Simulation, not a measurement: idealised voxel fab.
process module | voxel air gaps
cross-section cut | 180 nm wide | cells 5 nm
A cross-section is a grid of square cells, given in bands from the top down. A band is one or more rows of cells.
Each band's line starts with the height of the band's top and of its bottom, in nm. Then come its materials from left to right, each with its width in nm. One material with "throughout" fills the band from edge to edge. "air" is empty space.
Height 0 is the level under which the wafer as received is all one material. The lowest band goes on downwards, as in "0 down".
A width such as "30 to 40" changes by the same amount from each row of cells to the next, from the band's top row to its bottom row.
"no change" after a step means that no cell of the cross-section changed.
closed voids: empty space of 8 cells or more with no open way to the top, each as width x height at its distance from the left edge, in nm
after a step's settings: what the simulator itself notes on the step
overlay nm, on a step with a mask: how far to the right of its planned place the mask lay; to the left if negative
plan
1 op RECEIVE | material Si
2 op CONFORMAL_DEP | material SiO2 | thk nm 10
3 op CONFORMAL_DEP | material SiN | thk nm 5
4 op DIRECTIONAL_DEP | material SiO2 | thk nm 40
5 op MASKED_ETCH | tone open | mask id LINES | width nm 25 | pitch nm 55 | etch materials SiO2 | depth nm 40 | overlay nm 0
6 op CONFORMAL_DEP | material TiN | thk nm 5
7 op FILL_DEP | material Ru | thk nm 10
8 op CMP | height nm 55
9 op EPI | material Ru | thk nm 10
10 op SELECTIVE_ETCH | etch materials SiO2 | depth nm 50
11 op CONFORMAL_DEP | material SiCN | thk nm 5
varied across the wafers: thk nm of step 3. The plan shows the first wafer's value. All wafers start alike
first wafer as received, after step 1
  0 down: Si throughout
  closed voids: none
each wafer at the end: cells of each material gained (+) or lost (-) since it was received, then its closed voids
thk nm 5 | +117 Ru | +120 SiCN | +36 SiN | +72 SiO2 | +57 TiN | closed voids: 20 x 30 at 50; 20 x 30 at 105
thk nm 10 | +108 Ru | +114 SiCN | +72 SiN | +72 SiO2 | +51 TiN | closed voids: 20 x 25 at 50; 20 x 25 at 105
thk nm 15 | +99 Ru | +108 SiCN | +108 SiN | +72 SiO2 | +45 TiN | closed voids: 20 x 20 at 50; 20 x 20 at 105
thk nm 20 | +90 Ru | +102 SiCN | +144 SiN | +72 SiO2 | +39 TiN | closed voids: 20 x 15 at 50; 20 x 15 at 105
